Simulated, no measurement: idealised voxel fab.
process module | voxel ribs on slabs
cross-section cut | 185 nm wide | cells 5 nm
A cross-section is a grid of square cells, given in bands from the top down. A band is one or more rows of cells.
Each band's line starts with the height of the band's top and of its bottom, in nm. Then come its materials from left to right, each with its width in nm. One material with "throughout" fills the band from edge to edge. "air" is empty space.
Height 0 is the level under which the wafer as received is all one material. The lowest band goes on downwards, as in "0 down".
A width such as "30 to 40" changes by the same amount from each row of cells to the next, from the band's top row to its bottom row.
"no change" after a step means that no cell of the cross-section changed.
closed voids: empty space of 8 cells or more with no open way to the top, each as width x height at its distance from the left edge, in nm
after a step's settings: what the simulator itself notes on the step
overlay nm, on a step with a mask: how far to the right of its planned place the mask lay; to the left if negative
plan
1 op RECEIVE | material Si
2 op DIRECTIONAL_DEP | material SiO2 | thk nm 20
3 op DIRECTIONAL_DEP | material polySi | thk nm 25
4 op MASKED_ETCH | tone cover | mask id RIB | width nm 30 | etch materials polySi | depth nm 20 | overlay nm 0
5 op PATTERN | tone cover | mask id SLAB | material resist | width nm 80 | thk nm 20 | overlay nm 0
6 op DIRECTIONAL_ETCH | etch materials polySi | depth nm 5
7 op STRIP | etch materials resist
8 op FILL_DEP | material SiO2 | thk nm 20
9 op CMP | height nm 60
10 op DIRECTIONAL_DEP | material TiN | thk nm 5
11 op MASKED_ETCH | tone cover | mask id HEATER | width nm 40 | etch materials TiN | depth nm 5 | overlay nm 0
12 op CONFORMAL_DEP | material SiN | thk nm 5
first wafer, as planned
as received, after step 1
  0 down: Si throughout
  closed voids: none
after step 2
  20 to 0: SiO2 throughout
  below 0: unchanged
after step 3
  45 to 20: polySi throughout
  below 20: unchanged
after step 4
  45 to 25: air 75 | polySi 30 | air 80
  below 25: unchanged
after step 5
  65 to 45: air 50 | resist 80 | air 55
  45 to 25: air 50 | resist 25 | polySi 30 | resist 25 | air 55
  below 25: unchanged
after step 6
  65 to 45: air 50 | resist 80 | air 55
  45 to 25: air 50 | resist 25 | polySi 30 | resist 25 | air 55
  25 to 20: air 50 | polySi 80 | air 55
  below 20: unchanged
after step 7
  45 to 25: air 75 | polySi 30 | air 80
  below 25: unchanged
after step 8
  65 to 45: SiO2 throughout
  45 to 25: SiO2 75 | polySi 30 | SiO2 80
  25 to 20: SiO2 50 | polySi 80 | SiO2 55
  below 20: unchanged
after step 9
  60 to 45: SiO2 throughout
  below 45: unchanged
after step 10
  65 to 60: TiN throughout
  below 60: unchanged
after step 11
  65 to 60: air 70 | TiN 40 | air 75
  below 60: unchanged
after step 12
  70 to 65: air 65 | SiN 50 | air 70
  65 to 60: SiN 70 | TiN 40 | SiN 75
  below 60: unchanged
second wafer: like start, like plan, one mistake. Through step 1 it matches the first wafer
when step 2 should have ended
  20 to 0: polySi throughout
  below 0: unchanged
when step 3 should have ended
  45 to 0: polySi throughout
  below 0: unchanged
when step 4 should have ended
  45 to 25: air 75 | polySi 30 | air 80
  below 25: unchanged
when step 5 should have ended
  65 to 45: air 50 | resist 80 | air 55
  45 to 25: air 50 | resist 25 | polySi 30 | resist 25 | air 55
  below 25: unchanged
when step 6 should have ended
  65 to 45: air 50 | resist 80 | air 55
  45 to 25: air 50 | resist 25 | polySi 30 | resist 25 | air 55
  25 to 20: air 50 | polySi 80 | air 55
  below 20: unchanged
when step 7 should have ended
  45 to 25: air 75 | polySi 30 | air 80
  below 25: unchanged
when step 8 should have ended
  65 to 45: SiO2 throughout
  45 to 25: SiO2 75 | polySi 30 | SiO2 80
  25 to 20: SiO2 50 | polySi 80 | SiO2 55
  below 20: unchanged
when step 9 should have ended
  60 to 45: SiO2 throughout
  below 45: unchanged
when step 10 should have ended
  65 to 60: TiN throughout
  below 60: unchanged
when step 11 should have ended
  65 to 60: air 70 | TiN 40 | air 75
  below 60: unchanged
when step 12 should have ended
  70 to 65: air 65 | SiN 50 | air 70
  65 to 60: SiN 70 | TiN 40 | SiN 75
  below 60: unchanged
what went wrong: step 2 ran as: op DIRECTIONAL_DEP | material polySi | thk nm 20
at the end the second wafer has, in cells: 148 fewer of SiO2 | 148 more of polySi
